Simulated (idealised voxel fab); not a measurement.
process module | voxel double patterning
cross-section cut | 160 nm wide | cells 5 nm
A cross-section is a grid of square cells, given in bands from the top down. A band is one or more rows of cells.
Each band's line starts with the height of the band's top and of its bottom, in nm. Then come its materials from left to right, each with its width in nm. One material with "throughout" fills the band from edge to edge. "air" is empty space.
Height 0 is the level under which the wafer as received is all one material. The lowest band goes on downwards, as in "0 down".
A width such as "30 to 40" changes by the same amount from each row of cells to the next, from the band's top row to its bottom row.
"no change" after a step means that no cell of the cross-section changed.
closed voids: empty space of 8 cells or more with no open way to the top, each as width x height at its distance from the left edge, in nm
after a step's settings: what the simulator itself notes on the step
overlay nm, on a step with a mask: how far to the right of its planned place the mask lay; to the left if negative
plan
1 op RECEIVE | material Si
2 op CONFORMAL_DEP | material SiO2 | thk nm 10
3 op DIRECTIONAL_DEP | material polySi | thk nm 15
4 op DIRECTIONAL_DEP | material SiN | thk nm 10
5 op PATTERN | tone open | mask id FIRST | material resist | width nm 15 | pitch nm 50 | thk nm 20 | overlay nm 0
6 op DIRECTIONAL_ETCH | etch materials SiN | depth nm 10
7 op STRIP | etch materials resist
8 op MASKED_ETCH | tone open | mask id SECOND | width nm 15 | pitch nm 50 | etch materials SiN | depth nm 10 | overlay nm 0
9 op DIRECTIONAL_ETCH | etch materials polySi | depth nm 15
10 op STRIP | etch materials SiN
as received, after step 1
  0 down: Si throughout
  closed voids: none
first wafer at the end, as planned
  25 to 10: polySi 20 | air 15 | polySi 10 | air 15 | polySi 10 | air 15 | polySi 10 | air 15 | polySi 10 | air 15 | polySi 25
  10 to 0: SiO2 throughout
  0 down: Si throughout
  closed voids: none
second wafer at the end: like start, like plan, one mistake
  35 to 25: SiN 20 | air 15 | SiN 10 | air 15 | SiN 10 | air 15 | SiN 10 | air 15 | SiN 10 | air 15 | SiN 25
  25 to 10: polySi 20 | air 15 | polySi 10 | air 15 | polySi 10 | air 15 | polySi 10 | air 15 | polySi 10 | air 15 | polySi 25
  10 to 0: SiO2 throughout
  0 down: Si throughout
  closed voids: none
what went wrong: step 10 was left out
at the end the second wafer has, in cells: 34 more of SiN
